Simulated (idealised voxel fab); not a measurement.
process module | voxel ribs on slabs
Xsec cut, 285 nm wide, square cell size 5 nm.
A cross-section is written here as square cells arranged in a grid, and it is given in bands from the top down, each band taking up one or more rows of cells. A band entry consists of two parts. The first gives the height of the band's top and the height of its bottom, in nm. The rest lists the band's materials from left to right, each with its width in nm. A single material labelled with the word "throughout" fills the band from edge to edge, and the word "empty" marks empty space. Height is counted from the level 0, under which the received wafer is composed throughout of one material. The lowest of the bands is not closed at the bottom but continues downward, in the notation "0 and below". Note: "30->40" means the width goes from the first number (top row of the band) to the second number (bottom row) in equal steps per row of cells. Basically "nothing altered" means that step didn't change any cell in the cross-section. Enclosed voids (no open way to top), threshold 8 cells or more, entry "Encapsulated voids", notation width x height at distance, distance from left edge, nm. Note: text after step settings on the step line = simulator remark on that step. On any step carrying a mask, the "overlay nm" setting, if present on the step's line, tells how far right of its planned place the mask lay; negative values point to the left. Reading key. Pairs: pre-step and post-step cross-section, one process step apart; post-step view only to lowest changed band. Step between + settings: beneath pair. Runs: pairs may be from different runs of this module, same starting wafer. Continuation from pair above: only where "Pre-process state" entry says.
**Pre-process state**
> 0 and below: Si throughout
> Encapsulated voids: none
**Resulting Structure**
> 20 down to 0: SiO2 throughout
> Below 0, no change.
> Encapsulated voids: none
Process step bridging the above cross-sections: DIRECTIONAL_DEP, material SiO2, thk nm 20
Pre-process state: The structure entering this step is exactly what the pair just above shows after its step.
**Resulting Structure**
> 40 down to 20: SiN throughout
> Below 20, no change.
> Encapsulated voids: none
Process step bridging the above cross-sections: DIRECTIONAL_DEP, material SiN, thk nm 20
Pre-process state: The structure entering this step is exactly what the pair just above shows after its step.
**Resulting Structure**
> 55 down to 40: aC throughout
> Below 40, no change.
> Encapsulated voids: none
Process step bridging the above cross-sections: DIRECTIONAL_DEP, material aC, thk nm 15
Pre-process state: The structure entering this step is exactly what the pair just above shows after its step.
**Resulting Structure**
> 85 down to 55: empty (130); resist (20); empty (135)
> Below 55, no change.
> Encapsulated voids: none
Process step bridging the above cross-sections: PATTERN, tone cover, mask id RIB, material resist, width nm 20, thk nm 30, overlay nm 0
Pre-process state: The structure entering this step is exactly what the pair just above shows after its step.
**Resulting Structure**
> 70 down to 55: empty (130); resist (20); empty (135)
> 55 down to 40: empty (130); aC (20); empty (135)
> Below 40, no change.
> Encapsulated voids: none
Process step bridging the above cross-sections: DIRECTIONAL_ETCH, etch materials aC, depth nm 15
Pre-process state: The structure entering this step is exactly what the pair just above shows after its step.
**Resulting Structure**
> 55 down to 40: empty (130); aC (20); empty (135)
> Below 40, no change.
> Encapsulated voids: none
Process step bridging the above cross-sections: STRIP, etch materials resist
Pre-process state: The structure entering this step is exactly what the pair just above shows after its step.
**Resulting Structure**
> 55 down to 40: empty (130); aC (20); empty (135)
> 40 down to 35: empty (130); SiN (20); empty (135)
> Below 35, no change.
> Encapsulated voids: none
Process step bridging the above cross-sections: DIRECTIONAL_ETCH, etch materials SiN, depth nm 5
Pre-process state: The structure entering this step is exactly what the pair just above shows after its step.
**Resulting Structure**
> 40 down to 35: empty (130); SiN (20); empty (135)
> Below 35, no change.
> Encapsulated voids: none
Process step bridging the above cross-sections: STRIP, etch materials aC
Pre-process state: The structure entering this step is exactly what the pair just above shows after its step.
**Resulting Structure**
> 55 down to 50: empty (130); aC (20); empty (135)
> 50 down to 40: aC throughout
> 40 down to 35: aC (130); SiN (20); aC (135)
> Below 35, no change.
> Encapsulated voids: none
Process step bridging the above cross-sections: DIRECTIONAL_DEP, material aC, thk nm 15
Pre-process state: The structure entering this step is exactly what the pair just above shows after its step.
**Resulting Structure**
> 85 down to 55: empty (105); resist (70); empty (110)
> 55 down to 50: empty (105); resist (25); aC (20); resist (25); empty (110)
> Below 50, no change.
> Encapsulated voids: none
Process step bridging the above cross-sections: PATTERN, tone cover, mask id SLAB, material resist, width nm 70, thk nm 30, overlay nm 0
Pre-process state: The structure entering this step is exactly what the pair just above shows after its step.
**Resulting Structure**
> 70 down to 55: empty (105); resist (70); empty (110)
> 55 down to 50: empty (105); resist (25); aC (20); resist (25); empty (110)
> 50 down to 40: empty (105); aC (70); empty (110)
> 40 down to 35: empty (105); aC (25); SiN (20); aC (25); empty (110)
> Below 35, no change.
> Encapsulated voids: none
Process step bridging the above cross-sections: DIRECTIONAL_ETCH, etch materials aC, depth nm 15
Pre-process state: The structure entering this step is exactly what the pair just above shows after its step.
**Resulting Structure**
> 55 down to 50: empty (130); aC (20); empty (135)
> Below 50, no change.
> Encapsulated voids: none
Process step bridging the above cross-sections: STRIP, etch materials resist
Pre-process state: The structure entering this step is exactly what the pair just above shows after its step.
**Resulting Structure**
> 55 down to 50: empty (130); aC (20); empty (135)
> 50 down to 40: empty (105); aC (70); empty (110)
> 40 down to 35: empty (105); aC (25); SiN (20); aC (25); empty (110)
> 35 down to 20: empty (105); SiN (70); empty (110)
> Below 20, no change.
> Encapsulated voids: none
Process step bridging the above cross-sections: DIRECTIONAL_ETCH, etch materials SiN, depth nm 15
Pre-process state: The structure entering this step is exactly what the pair just above shows after its step.
**Resulting Structure**
> 40 down to 35: empty (130); SiN (20); empty (135)
> Below 35, no change.
> Encapsulated voids: none
Process step bridging the above cross-sections: STRIP, etch materials aC
Pre-process state: The structure entering this step is exactly what the pair just above shows after its step.
**Resulting Structure**
> 65 down to 40: SiO2 throughout
> 40 down to 35: SiO2 (130); SiN (20); SiO2 (135)
> 35 down to 20: SiO2 (105); SiN (70); SiO2 (110)
> Below 20, no change.
> Encapsulated voids: none
Process step bridging the above cross-sections: FILL_DEP, material SiO2, thk nm 25
Pre-process state: The structure entering this step is exactly what the pair just above shows after its step.
**Resulting Structure**
> 55 down to 40: SiO2 throughout
> Below 40, no change.
> Encapsulated voids: none
Process step bridging the above cross-sections: CMP, height nm 55
Pre-process state: The structure entering this step is exactly what the pair just above shows after its step.
**Resulting Structure**
> 65 down to 55: W throughout
> Below 55, no change.
> Encapsulated voids: none
Process step bridging the above cross-sections: DIRECTIONAL_DEP, material W, thk nm 10
Pre-process state: The structure entering this step is exactly what the pair just above shows after its step.
**Resulting Structure**
> 85 down to 65: empty (125); resist (30); empty (130)
> Below 65, no change.
> Encapsulated voids: none
Process step bridging the above cross-sections: PATTERN, tone cover, mask id HEATER, material resist, width nm 30, thk nm 20, overlay nm 0
Pre-process state: The structure entering this step is exactly what the pair just above shows after its step.
**Resulting Structure**
> 85 down to 65: empty (125); resist (30); empty (130)
> 65 down to 55: empty (125); W (30); empty (130)
> Below 55, no change.
> Encapsulated voids: none
Process step bridging the above cross-sections: DIRECTIONAL_ETCH, etch materials W, depth nm 10
Pre-process state: The structure entering this step is exactly what the pair just above shows after its step.
**Resulting Structure**
> 65 down to 55: empty (125); W (30); empty (130)
> Below 55, no change.
> Encapsulated voids: none
Process step bridging the above cross-sections: STRIP, etch materials resist
Pre-process state: The structure entering this step is exactly what the pair just above shows after its step.
**Resulting Structure**
> 75 down to 65: empty (115); SiN (50); empty (120)
> 65 down to 55: SiN (125); W (30); SiN (130)
> Below 55, no change.
> Encapsulated voids: none
Process step bridging the above cross-sections: CONFORMAL_DEP, material SiN, thk nm 10
**Pre-process state**
> 20 down to 0: SiO2 throughout
> 0 and below: Si throughout
> Encapsulated voids: none
**Resulting Structure**
> 40 down to 0: SiO2 throughout
> Below 0, no change.
> Encapsulated voids: none
Process step bridging the above cross-sections: DIRECTIONAL_DEP, material SiO2, thk nm 20
Pre-process state: The structure entering this step is exactly what the pair just above shows after its step.
**Resulting Structure**
> 60 down to 40: SiN throughout
> Below 40, no change.
> Encapsulated voids: none
Process step bridging the above cross-sections: DIRECTIONAL_DEP, material SiN, thk nm 20
Pre-process state: The structure entering this step is exactly what the pair just above shows after its step.
**Resulting Structure**
> 75 down to 60: aC throughout
> Below 60, no change.
> Encapsulated voids: none
Process step bridging the above cross-sections: DIRECTIONAL_DEP, material aC, thk nm 15
Pre-process state: The structure entering this step is exactly what the pair just above shows after its step.
**Resulting Structure**
> 105 down to 75: empty (130); resist (20); empty (135)
> Below 75, no change.
> Encapsulated voids: none
Process step bridging the above cross-sections: PATTERN, tone cover, mask id RIB, material resist, width nm 20, thk nm 30, overlay nm 0
Pre-process state: The structure entering this step is exactly what the pair just above shows after its step.
**Resulting Structure**
> 90 down to 75: empty (130); resist (20); empty (135)
> 75 down to 60: empty (130); aC (20); empty (135)
> Below 60, no change.
> Encapsulated voids: none
Process step bridging the above cross-sections: DIRECTIONAL_ETCH, etch materials aC, depth nm 15
Pre-process state: The structure entering this step is exactly what the pair just above shows after its step.
**Resulting Structure**
> 75 down to 60: empty (130); aC (20); empty (135)
> Below 60, no change.
> Encapsulated voids: none
Process step bridging the above cross-sections: STRIP, etch materials resist
Pre-process state: The structure entering this step is exactly what the pair just above shows after its step.
**Resulting Structure**
> 75 down to 60: empty (130); aC (20); empty (135)
> 60 down to 55: empty (130); SiN (20); empty (135)
> Below 55, no change.
> Encapsulated voids: none
Process step bridging the above cross-sections: DIRECTIONAL_ETCH, etch materials SiN, depth nm 5
Pre-process state: The structure entering this step is exactly what the pair just above shows after its step.
**Resulting Structure**
> 60 down to 55: empty (130); SiN (20); empty (135)
> Below 55, no change.
> Encapsulated voids: none
Process step bridging the above cross-sections: STRIP, etch materials aC
Pre-process state: The structure entering this step is exactly what the pair just above shows after its step.
**Resulting Structure**
> 75 down to 70: empty (130); aC (20); empty (135)
> 70 down to 60: aC throughout
> 60 down to 55: aC (130); SiN (20); aC (135)
> Below 55, no change.
> Encapsulated voids: none
Process step bridging the above cross-sections: DIRECTIONAL_DEP, material aC, thk nm 15
Pre-process state: The structure entering this step is exactly what the pair just above shows after its step.
**Resulting Structure**
> 105 down to 75: empty (105); resist (70); empty (110)
> 75 down to 70: empty (105); resist (25); aC (20); resist (25); empty (110)
> Below 70, no change.
> Encapsulated voids: none
Process step bridging the above cross-sections: PATTERN, tone cover, mask id SLAB, material resist, width nm 70, thk nm 30, overlay nm 0
Pre-process state: The structure entering this step is exactly what the pair just above shows after its step.
**Resulting Structure**
> 90 down to 75: empty (105); resist (70); empty (110)
> 75 down to 70: empty (105); resist (25); aC (20); resist (25); empty (110)
> 70 down to 60: empty (105); aC (70); empty (110)
> 60 down to 55: empty (105); aC (25); SiN (20); aC (25); empty (110)
> Below 55, no change.
> Encapsulated voids: none
Process step bridging the above cross-sections: DIRECTIONAL_ETCH, etch materials aC, depth nm 15
Pre-process state: The structure entering this step is exactly what the pair just above shows after its step.
**Resulting Structure**
> 75 down to 70: empty (130); aC (20); empty (135)
> Below 70, no change.
> Encapsulated voids: none
Process step bridging the above cross-sections: STRIP, etch materials resist
Pre-process state: The structure entering this step is exactly what the pair just above shows after its step.
**Resulting Structure**
> 75 down to 70: empty (130); aC (20); empty (135)
> 70 down to 60: empty (105); aC (70); empty (110)
> 60 down to 55: empty (105); aC (25); SiN (20); aC (25); empty (110)
> 55 down to 40: empty (105); SiN (70); empty (110)
> Below 40, no change.
> Encapsulated voids: none
Process step bridging the above cross-sections: DIRECTIONAL_ETCH, etch materials SiN, depth nm 15
Pre-process state: The structure entering this step is exactly what the pair just above shows after its step.
**Resulting Structure**
> 60 down to 55: empty (130); SiN (20); empty (135)
> Below 55, no change.
> Encapsulated voids: none
Process step bridging the above cross-sections: STRIP, etch materials aC
Pre-process state: The structure entering this step is exactly what the pair just above shows after its step.
**Resulting Structure**
> 85 down to 60: SiO2 throughout
> 60 down to 55: SiO2 (130); SiN (20); SiO2 (135)
> 55 down to 40: SiO2 (105); SiN (70); SiO2 (110)
> Below 40, no change.
> Encapsulated voids: none
Process step bridging the above cross-sections: FILL_DEP, material SiO2, thk nm 25
Pre-process state: The structure entering this step is exactly what the pair just above shows after its step.
**Resulting Structure**
> 55 down to 40: SiO2 (105); SiN (70); SiO2 (110)
> Below 40, no change.
> Encapsulated voids: none
Process step bridging the above cross-sections: CMP, height nm 55
Pre-process state: The structure entering this step is exactly what the pair just above shows after its step.
**Resulting Structure**
> 65 down to 55: W throughout
> Below 55, no change.
> Encapsulated voids: none
Process step bridging the above cross-sections: DIRECTIONAL_DEP, material W, thk nm 10
Pre-process state: The structure entering this step is exactly what the pair just above shows after its step.
**Resulting Structure**
> 85 down to 65: empty (125); resist (30); empty (130)
> Below 65, no change.
> Encapsulated voids: none
Process step bridging the above cross-sections: PATTERN, tone cover, mask id HEATER, material resist, width nm 30, thk nm 20, overlay nm 0
Pre-process state: The structure entering this step is exactly what the pair just above shows after its step.
**Resulting Structure**
> 85 down to 65: empty (125); resist (30); empty (130)
> 65 down to 55: empty (125); W (30); empty (130)
> Below 55, no change.
> Encapsulated voids: none
Process step bridging the above cross-sections: DIRECTIONAL_ETCH, etch materials W, depth nm 10
Pre-process state: The structure entering this step is exactly what the pair just above shows after its step.
**Resulting Structure**
> 65 down to 55: empty (125); W (30); empty (130)
> Below 55, no change.
> Encapsulated voids: none
Process step bridging the above cross-sections: STRIP, etch materials resist
Pre-process state: The structure entering this step is exactly what the pair just above shows after its step.
**Resulting Structure**
> 75 down to 65: empty (115); SiN (50); empty (120)
> 65 down to 55: SiN (125); W (30); SiN (130)
> Below 55, no change.
> Encapsulated voids: none
Process step bridging the above cross-sections: CONFORMAL_DEP, material SiN, thk nm 10
**Pre-process state**
> 0 and below: Si throughout
> Encapsulated voids: none
**Resulting Structure**
> 20 down to 0: SiN throughout
> Below 0, no change.
> Encapsulated voids: none
Process step bridging the above cross-sections: DIRECTIONAL_DEP, material SiN, thk nm 20
Pre-process state: The structure entering this step is exactly what the pair just above shows after its step.
**Resulting Structure**
> 40 down to 20: SiO2 throughout
> Below 20, no change.
> Encapsulated voids: none
Process step bridging the above cross-sections: DIRECTIONAL_DEP, material SiO2, thk nm 20
Pre-process state: The structure entering this step is exactly what the pair just above shows after its step.
**Resulting Structure**
> 55 down to 40: aC throughout
> Below 40, no change.
> Encapsulated voids: none
Process step bridging the above cross-sections: DIRECTIONAL_DEP, material aC, thk nm 15
Pre-process state: The structure entering this step is exactly what the pair just above shows after its step.
**Resulting Structure**
> 85 down to 55: empty (130); resist (20); empty (135)
> Below 55, no change.
> Encapsulated voids: none
Process step bridging the above cross-sections: PATTERN, tone cover, mask id RIB, material resist, width nm 20, thk nm 30, overlay nm 0
Pre-process state: The structure entering this step is exactly what the pair just above shows after its step.
**Resulting Structure**
> 70 down to 55: empty (130); resist (20); empty (135)
> 55 down to 40: empty (130); aC (20); empty (135)
> Below 40, no change.
> Encapsulated voids: none
Process step bridging the above cross-sections: DIRECTIONAL_ETCH, etch materials aC, depth nm 15
Pre-process state: The structure entering this step is exactly what the pair just above shows after its step.
**Resulting Structure**
> 55 down to 40: empty (130); aC (20); empty (135)
> Below 40, no change.
> Encapsulated voids: none
Process step bridging the above cross-sections: STRIP, etch materials resist
Pre-process state: The structure entering this step is exactly what the pair just above shows after its step.
**Resulting Structure**
> 40 down to 20: SiO2 throughout
> Below 20, no change.
> Encapsulated voids: none
Process step bridging the above cross-sections: STRIP, etch materials aC
**Pre-process state**
> 55 down to 40: aC throughout
> 40 down to 20: SiO2 throughout
> 20 down to 0: SiN throughout
> 0 and below: Si throughout
> Encapsulated voids: none
**Resulting Structure**
> 85 down to 55: empty (105); resist (70); empty (110)
> Below 55, no change.
> Encapsulated voids: none
Process step bridging the above cross-sections: PATTERN, tone cover, mask id SLAB, material resist, width nm 70, thk nm 30, overlay nm 0
Pre-process state: The structure entering this step is exactly what the pair just above shows after its step.
**Resulting Structure**
> 70 down to 55: empty (105); resist (70); empty (110)
> 55 down to 40: empty (105); aC (70); empty (110)
> Below 40, no change.
> Encapsulated voids: none
Process step bridging the above cross-sections: DIRECTIONAL_ETCH, etch materials aC, depth nm 15
Pre-process state: The structure entering this step is exactly what the pair just above shows after its step.
**Resulting Structure**
> 55 down to 40: empty (105); aC (70); empty (110)
> Below 40, no change.
> Encapsulated voids: none
Process step bridging the above cross-sections: STRIP, etch materials resist
Pre-process state: The structure entering this step is exactly what the pair just above shows after its step.
**Resulting Structure**
> 40 down to 20: SiO2 throughout
> Below 20, no change.
> Encapsulated voids: none
Process step bridging the above cross-sections: STRIP, etch materials aC
Pre-process state: The structure entering this step is exactly what the pair just above shows after its step.
**Resulting Structure**
> 65 down to 20: SiO2 throughout
> Below 20, no change.
> Encapsulated voids: none
Process step bridging the above cross-sections: FILL_DEP, material SiO2, thk nm 25
Pre-process state: The structure entering this step is exactly what the pair just above shows after its step.
**Resulting Structure**
> 55 down to 20: SiO2 throughout
> Below 20, no change.
> Encapsulated voids: none
Process step bridging the above cross-sections: CMP, height nm 55
Pre-process state: The structure entering this step is exactly what the pair just above shows after its step.
**Resulting Structure**
> 65 down to 55: W throughout
> Below 55, no change.
> Encapsulated voids: none
Process step bridging the above cross-sections: DIRECTIONAL_DEP, material W, thk nm 10
Pre-process state: The structure entering this step is exactly what the pair just above shows after its step.
**Resulting Structure**
> 85 down to 65: empty (125); resist (30); empty (130)
> Below 65, no change.
> Encapsulated voids: none
Process step bridging the above cross-sections: PATTERN, tone cover, mask id HEATER, material resist, width nm 30, thk nm 20, overlay nm 0
Pre-process state: The structure entering this step is exactly what the pair just above shows after its step.
**Resulting Structure**
> 85 down to 65: empty (125); resist (30); empty (130)
> 65 down to 55: empty (125); W (30); empty (130)
> Below 55, no change.
> Encapsulated voids: none
Process step bridging the above cross-sections: DIRECTIONAL_ETCH, etch materials W, depth nm 10
Pre-process state: The structure entering this step is exactly what the pair just above shows after its step.
**Resulting Structure**
> 65 down to 55: empty (125); W (30); empty (130)
> Below 55, no change.
> Encapsulated voids: none
Process step bridging the above cross-sections: STRIP, etch materials resist
Pre-process state: The structure entering this step is exactly what the pair just above shows after its step.
**Resulting Structure**
> 75 down to 65: empty (115); SiN (50); empty (120)
> 65 down to 55: SiN (125); W (30); SiN (130)
> Below 55, no change.
> Encapsulated voids: none
Process step bridging the above cross-sections: CONFORMAL_DEP, material SiN, thk nm 10
**Pre-process state**
> 0 and below: Si throughout
> Encapsulated voids: none
**Resulting Structure**
> 30 down to 0: SiO2 throughout
> Below 0, no change.
> Encapsulated voids: none
Process step bridging the above cross-sections: DIRECTIONAL_DEP, material SiO2, thk nm 30
Pre-process state: The structure entering this step is exactly what the pair just above shows after its step.
**Resulting Structure**
> 50 down to 30: SiN throughout
> Below 30, no change.
> Encapsulated voids: none
Process step bridging the above cross-sections: DIRECTIONAL_DEP, material SiN, thk nm 20
Pre-process state: The structure entering this step is exactly what the pair just above shows after its step.
**Resulting Structure**
> 65 down to 50: aC throughout
> Below 50, no change.
> Encapsulated voids: none
Process step bridging the above cross-sections: DIRECTIONAL_DEP, material aC, thk nm 15
Pre-process state: The structure entering this step is exactly what the pair just above shows after its step.
**Resulting Structure**
> 95 down to 65: empty (130); resist (20); empty (135)
> Below 65, no change.
> Encapsulated voids: none
Process step bridging the above cross-sections: PATTERN, tone cover, mask id RIB, material resist, width nm 20, thk nm 30, overlay nm 0
Pre-process state: The structure entering this step is exactly what the pair just above shows after its step.
**Resulting Structure**
> 80 down to 65: empty (130); resist (20); empty (135)
> 65 down to 50: empty (130); aC (20); empty (135)
> Below 50, no change.
> Encapsulated voids: none
Process step bridging the above cross-sections: DIRECTIONAL_ETCH, etch materials aC, depth nm 15
Pre-process state: The structure entering this step is exactly what the pair just above shows after its step.
**Resulting Structure**
> 65 down to 50: empty (130); aC (20); empty (135)
> Below 50, no change.
> Encapsulated voids: none
Process step bridging the above cross-sections: STRIP, etch materials resist
Pre-process state: The structure entering this step is exactly what the pair just above shows after its step.
**Resulting Structure**
> 65 down to 50: empty (130); aC (20); empty (135)
> 50 down to 45: empty (130); SiN (20); empty (135)
> Below 45, no change.
> Encapsulated voids: none
Process step bridging the above cross-sections: DIRECTIONAL_ETCH, etch materials SiN, depth nm 5
Pre-process state: The structure entering this step is exactly what the pair just above shows after its step.
**Resulting Structure**
> 50 down to 45: empty (130); SiN (20); empty (135)
> Below 45, no change.
> Encapsulated voids: none
Process step bridging the above cross-sections: STRIP, etch materials aC
Pre-process state: The structure entering this step is exactly what the pair just above shows after its step.
**Resulting Structure**
> 65 down to 60: empty (130); aC (20); empty (135)
> 60 down to 50: aC throughout
> 50 down to 45: aC (130); SiN (20); aC (135)
> Below 45, no change.
> Encapsulated voids: none
Process step bridging the above cross-sections: DIRECTIONAL_DEP, material aC, thk nm 15
Pre-process state: The structure entering this step is exactly what the pair just above shows after its step.
**Resulting Structure**
> 95 down to 65: empty (105); resist (70); empty (110)
> 65 down to 60: empty (105); resist (25); aC (20); resist (25); empty (110)
> Below 60, no change.
> Encapsulated voids: none
Process step bridging the above cross-sections: PATTERN, tone cover, mask id SLAB, material resist, width nm 70, thk nm 30, overlay nm 0
Pre-process state: The structure entering this step is exactly what the pair just above shows after its step.
**Resulting Structure**
> 80 down to 65: empty (105); resist (70); empty (110)
> 65 down to 60: empty (105); resist (25); aC (20); resist (25); empty (110)
> 60 down to 50: empty (105); aC (70); empty (110)
> 50 down to 45: empty (105); aC (25); SiN (20); aC (25); empty (110)
> Below 45, no change.
> Encapsulated voids: none
Process step bridging the above cross-sections: DIRECTIONAL_ETCH, etch materials aC, depth nm 15
Pre-process state: The structure entering this step is exactly what the pair just above shows after its step.
**Resulting Structure**
> 65 down to 60: empty (130); aC (20); empty (135)
> Below 60, no change.
> Encapsulated voids: none
Process step bridging the above cross-sections: STRIP, etch materials resist
Pre-process state: The structure entering this step is exactly what the pair just above shows after its step.
**Resulting Structure**
> 65 down to 60: empty (130); aC (20); empty (135)
> 60 down to 50: empty (105); aC (70); empty (110)
> 50 down to 45: empty (105); aC (25); SiN (20); aC (25); empty (110)
> 45 down to 30: empty (105); SiN (70); empty (110)
> Below 30, no change.
> Encapsulated voids: none
Process step bridging the above cross-sections: DIRECTIONAL_ETCH, etch materials SiN, depth nm 15
Pre-process state: The structure entering this step is exactly what the pair just above shows after its step.
**Resulting Structure**
> 50 down to 45: empty (130); SiN (20); empty (135)
> Below 45, no change.
> Encapsulated voids: none
Process step bridging the above cross-sections: STRIP, etch materials aC
Pre-process state: The structure entering this step is exactly what the pair just above shows after its step.
**Resulting Structure**
> 75 down to 50: SiO2 throughout
> 50 down to 45: SiO2 (130); SiN (20); SiO2 (135)
> 45 down to 30: SiO2 (105); SiN (70); SiO2 (110)
> Below 30, no change.
> Encapsulated voids: none
Process step bridging the above cross-sections: FILL_DEP, material SiO2, thk nm 25
Pre-process state: The structure entering this step is exactly what the pair just above shows after its step.
**Resulting Structure**
> 55 down to 50: SiO2 throughout
> Below 50, no change.
> Encapsulated voids: none
Process step bridging the above cross-sections: CMP, height nm 55
Pre-process state: The structure entering this step is exactly what the pair just above shows after its step.
**Resulting Structure**
> 65 down to 55: W throughout
> Below 55, no change.
> Encapsulated voids: none
Process step bridging the above cross-sections: DIRECTIONAL_DEP, material W, thk nm 10
Pre-process state: The structure entering this step is exactly what the pair just above shows after its step.
**Resulting Structure**
> 85 down to 65: empty (125); resist (30); empty (130)
> Below 65, no change.
> Encapsulated voids: none
Process step bridging the above cross-sections: PATTERN, tone cover, mask id HEATER, material resist, width nm 30, thk nm 20, overlay nm 0
Pre-process state: The structure entering this step is exactly what the pair just above shows after its step.
**Resulting Structure**
> 85 down to 65: empty (125); resist (30); empty (130)
> 65 down to 55: empty (125); W (30); empty (130)
> Below 55, no change.
> Encapsulated voids: none
Process step bridging the above cross-sections: DIRECTIONAL_ETCH, etch materials W, depth nm 10
Pre-process state: The structure entering this step is exactly what the pair just above shows after its step.
**Resulting Structure**
> 65 down to 55: empty (125); W (30); empty (130)
> Below 55, no change.
> Encapsulated voids: none
Process step bridging the above cross-sections: STRIP, etch materials resist
Pre-process state: The structure entering this step is exactly what the pair just above shows after its step.
**Resulting Structure**
> 75 down to 65: empty (115); SiN (50); empty (120)
> 65 down to 55: SiN (125); W (30); SiN (130)
> Below 55, no change.
> Encapsulated voids: none
Process step bridging the above cross-sections: CONFORMAL_DEP, material SiN, thk nm 10
**Pre-process state**
> 55 down to 50: empty (130); aC (20); empty (135)
> 50 down to 40: aC throughout
> 40 down to 35: aC (130); SiN (20); aC (135)
> 35 down to 20: SiN throughout
> 20 down to 0: SiO2 throughout
> 0 and below: Si throughout
> Encapsulated voids: none
**Resulting Structure**
> 85 down to 55: empty (110); resist (65); empty (110)
> 55 down to 50: empty (110); resist (20); aC (20); resist (25); empty (110)
> Below 50, no change.
> Encapsulated voids: none
Process step bridging the above cross-sections: PATTERN, tone cover, mask id SLAB, material resist, width nm 65, thk nm 30, overlay nm 0
Pre-process state: The structure entering this step is exactly what the pair just above shows after its step.
**Resulting Structure**
> 70 down to 55: empty (110); resist (65); empty (110)
> 55 down to 50: empty (110); resist (20); aC (20); resist (25); empty (110)
> 50 down to 40: empty (110); aC (65); empty (110)
> 40 down to 35: empty (110); aC (20); SiN (20); aC (25); empty (110)
> Below 35, no change.
> Encapsulated voids: none
Process step bridging the above cross-sections: DIRECTIONAL_ETCH, etch materials aC, depth nm 15
Pre-process state: The structure entering this step is exactly what the pair just above shows after its step.
**Resulting Structure**
> 55 down to 50: empty (130); aC (20); empty (135)
> Below 50, no change.
> Encapsulated voids: none
Process step bridging the above cross-sections: STRIP, etch materials resist
Pre-process state: The structure entering this step is exactly what the pair just above shows after its step.
**Resulting Structure**
> 55 down to 50: empty (130); aC (20); empty (135)
> 50 down to 40: empty (110); aC (65); empty (110)
> 40 down to 35: empty (110); aC (20); SiN (20); aC (25); empty (110)
> 35 down to 20: empty (110); SiN (65); empty (110)
> Below 20, no change.
> Encapsulated voids: none
Process step bridging the above cross-sections: DIRECTIONAL_ETCH, etch materials SiN, depth nm 15
Pre-process state: The structure entering this step is exactly what the pair just above shows after its step.
**Resulting Structure**
> 40 down to 35: empty (130); SiN (20); empty (135)
> Below 35, no change.
> Encapsulated voids: none
Process step bridging the above cross-sections: STRIP, etch materials aC
Pre-process state: The structure entering this step is exactly what the pair just above shows after its step.
**Resulting Structure**
> 65 down to 40: SiO2 throughout
> 40 down to 35: SiO2 (130); SiN (20); SiO2 (135)
> 35 down to 20: SiO2 (110); SiN (65); SiO2 (110)
> Below 20, no change.
> Encapsulated voids: none
Process step bridging the above cross-sections: FILL_DEP, material SiO2, thk nm 25
Pre-process state: The structure entering this step is exactly what the pair just above shows after its step.
**Resulting Structure**
> 55 down to 40: SiO2 throughout
> Below 40, no change.
> Encapsulated voids: none
Process step bridging the above cross-sections: CMP, height nm 55
Pre-process state: The structure entering this step is exactly what the pair just above shows after its step.
**Resulting Structure**
> 65 down to 55: W throughout
> Below 55, no change.
> Encapsulated voids: none
Process step bridging the above cross-sections: DIRECTIONAL_DEP, material W, thk nm 10
Pre-process state: The structure entering this step is exactly what the pair just above shows after its step.
**Resulting Structure**
> 85 down to 65: empty (125); resist (30); empty (130)
> Below 65, no change.
> Encapsulated voids: none
Process step bridging the above cross-sections: PATTERN, tone cover, mask id HEATER, material resist, width nm 30, thk nm 20, overlay nm 0
Pre-process state: The structure entering this step is exactly what the pair just above shows after its step.
**Resulting Structure**
> 85 down to 65: empty (125); resist (30); empty (130)
> 65 down to 55: empty (125); W (30); empty (130)
> Below 55, no change.
> Encapsulated voids: none
Process step bridging the above cross-sections: DIRECTIONAL_ETCH, etch materials W, depth nm 10
Pre-process state: The structure entering this step is exactly what the pair just above shows after its step.
**Resulting Structure**
> 65 down to 55: empty (125); W (30); empty (130)
> Below 55, no change.
> Encapsulated voids: none
Process step bridging the above cross-sections: STRIP, etch materials resist
Pre-process state: The structure entering this step is exactly what the pair just above shows after its step.
**Resulting Structure**
> 75 down to 65: empty (115); SiN (50); empty (120)
> 65 down to 55: SiN (125); W (30); SiN (130)
> Below 55, no change.
> Encapsulated voids: none
Process step bridging the above cross-sections: CONFORMAL_DEP, material SiN, thk nm 10
**Pre-process state**
> 55 down to 50: empty (130); aC (20); empty (135)
> 50 down to 40: aC throughout
> 40 down to 35: aC (130); SiN (20); aC (135)
> 35 down to 20: SiN throughout
> 20 down to 0: SiO2 throughout
> 0 and below: Si throughout
> Encapsulated voids: none
**Resulting Structure**
> 85 down to 55: empty (115); resist (70); empty (100)
> 55 down to 50: empty (115); resist (15); aC (20); resist (35); empty (100)
> Below 50, no change.
> Encapsulated voids: none
Process step bridging the above cross-sections: PATTERN, tone cover, mask id SLAB, material resist, width nm 70, thk nm 30, overlay nm 10
Pre-process state: The structure entering this step is exactly what the pair just above shows after its step.
**Resulting Structure**
> 70 down to 55: empty (115); resist (70); empty (100)
> 55 down to 50: empty (115); resist (15); aC (20); resist (35); empty (100)
> 50 down to 40: empty (115); aC (70); empty (100)
> 40 down to 35: empty (115); aC (15); SiN (20); aC (35); empty (100)
> Below 35, no change.
> Encapsulated voids: none
Process step bridging the above cross-sections: DIRECTIONAL_ETCH, etch materials aC, depth nm 15
Pre-process state: The structure entering this step is exactly what the pair just above shows after its step.
**Resulting Structure**
> 55 down to 50: empty (130); aC (20); empty (135)
> Below 50, no change.
> Encapsulated voids: none
Process step bridging the above cross-sections: STRIP, etch materials resist
Pre-process state: The structure entering this step is exactly what the pair just above shows after its step.
**Resulting Structure**
> 55 down to 50: empty (130); aC (20); empty (135)
> 50 down to 40: empty (115); aC (70); empty (100)
> 40 down to 35: empty (115); aC (15); SiN (20); aC (35); empty (100)
> 35 down to 20: empty (115); SiN (70); empty (100)
> Below 20, no change.
> Encapsulated voids: none
Process step bridging the above cross-sections: DIRECTIONAL_ETCH, etch materials SiN, depth nm 15
Pre-process state: The structure entering this step is exactly what the pair just above shows after its step.
**Resulting Structure**
> 40 down to 35: empty (130); SiN (20); empty (135)
> Below 35, no change.
> Encapsulated voids: none
Process step bridging the above cross-sections: STRIP, etch materials aC
Pre-process state: The structure entering this step is exactly what the pair just above shows after its step.
**Resulting Structure**
> 65 down to 40: SiO2 throughout
> 40 down to 35: SiO2 (130); SiN (20); SiO2 (135)
> 35 down to 20: SiO2 (115); SiN (70); SiO2 (100)
> Below 20, no change.
> Encapsulated voids: none
Process step bridging the above cross-sections: FILL_DEP, material SiO2, thk nm 25
Pre-process state: The structure entering this step is exactly what the pair just above shows after its step.
**Resulting Structure**
> 55 down to 40: SiO2 throughout
> Below 40, no change.
> Encapsulated voids: none
Process step bridging the above cross-sections: CMP, height nm 55
